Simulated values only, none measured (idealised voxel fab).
process module | voxel self aligned contacts
cross-section cut | 300 nm wide | cells 5 nm
A cross-section is a grid of square cells, given in bands from the top down. A band is one or more rows of cells.
Each band's line starts with the height of the band's top and of its bottom, in nm. Then come its materials from left to right, each with its width in nm. One material with "throughout" fills the band from edge to edge. "air" is empty space.
Height 0 is the level under which the wafer as received is all one material. The lowest band goes on downwards, as in "0 down".
A width such as "30 to 40" changes by the same amount from each row of cells to the next, from the band's top row to its bottom row.
"no change" after a step means that no cell of the cross-section changed.
closed voids: empty space of 8 cells or more with no open way to the top, each as width x height at its distance from the left edge, in nm
after a step's settings: what the simulator itself notes on the step
overlay nm, on a step with a mask: how far to the right of its planned place the mask lay; to the left if negative
plan
1 op RECEIVE | material Si
2 op OXIDIZE | depth nm 5
3 op DIRECTIONAL_DEP | material polySi | thk nm 25
4 op DIRECTIONAL_DEP | material SiN | thk nm 25
5 op MASKED_ETCH | tone cover | mask id GATE | width nm 30 | pitch nm 75 | etch materials SiN | depth nm 25 | overlay nm 0
6 op MASKED_ETCH | tone cover | mask id GATE | width nm 30 | pitch nm 75 | etch materials polySi | depth nm 25 | overlay nm 0
7 op CONFORMAL_DEP | material SiN | thk nm 10
8 op DIRECTIONAL_ETCH | etch materials SiN | depth nm 10
9 op FILL_DEP | material SiO2 | thk nm 15
10 op CMP | height nm 55
11 op PATTERN | tone open | mask id CONTACT | material resist | width nm 55 | pitch nm 75 | thk nm 15 | overlay nm -15
12 op DIRECTIONAL_ETCH | etch materials SiO2 | depth nm 60
13 op STRIP | etch materials resist
14 op CONFORMAL_DEP | material TiN | thk nm 5
15 op FILL_DEP | material W | thk nm 5
16 op CMP | height nm 55
17 op CONFORMAL_DEP | material SiN | thk nm 5
varied across the wafers: overlay nm of step 11. The plan shows the first wafer's value. All wafers start alike
first wafer as received, after step 1
  0 down: Si throughout
  closed voids: none
each wafer at the end: cells of each material gained (+) or lost (-) since it was received, then its closed voids
overlay nm -15 | -60 Si | +270 SiN | +288 SiO2 | +66 TiN | +66 W | +90 polySi | closed voids: none
overlay nm -10 | -60 Si | +270 SiN | +288 SiO2 | +66 TiN | +66 W | +90 polySi | closed voids: none
overlay nm -5 | -60 Si | +270 SiN | +288 SiO2 | +66 TiN | +66 W | +90 polySi | closed voids: none
overlay nm 0 | -60 Si | +270 SiN | +288 SiO2 | +66 TiN | +66 W | +90 polySi | closed voids: none
overlay nm 5 | -60 Si | +270 SiN | +288 SiO2 | +66 TiN | +66 W | +90 polySi | closed voids: none
overlay nm 10 | -60 Si | +270 SiN | +288 SiO2 | +66 TiN | +66 W | +90 polySi | closed voids: none
overlay nm 15 | -60 Si | +270 SiN | +288 SiO2 | +66 TiN | +66 W | +90 polySi | closed voids: none
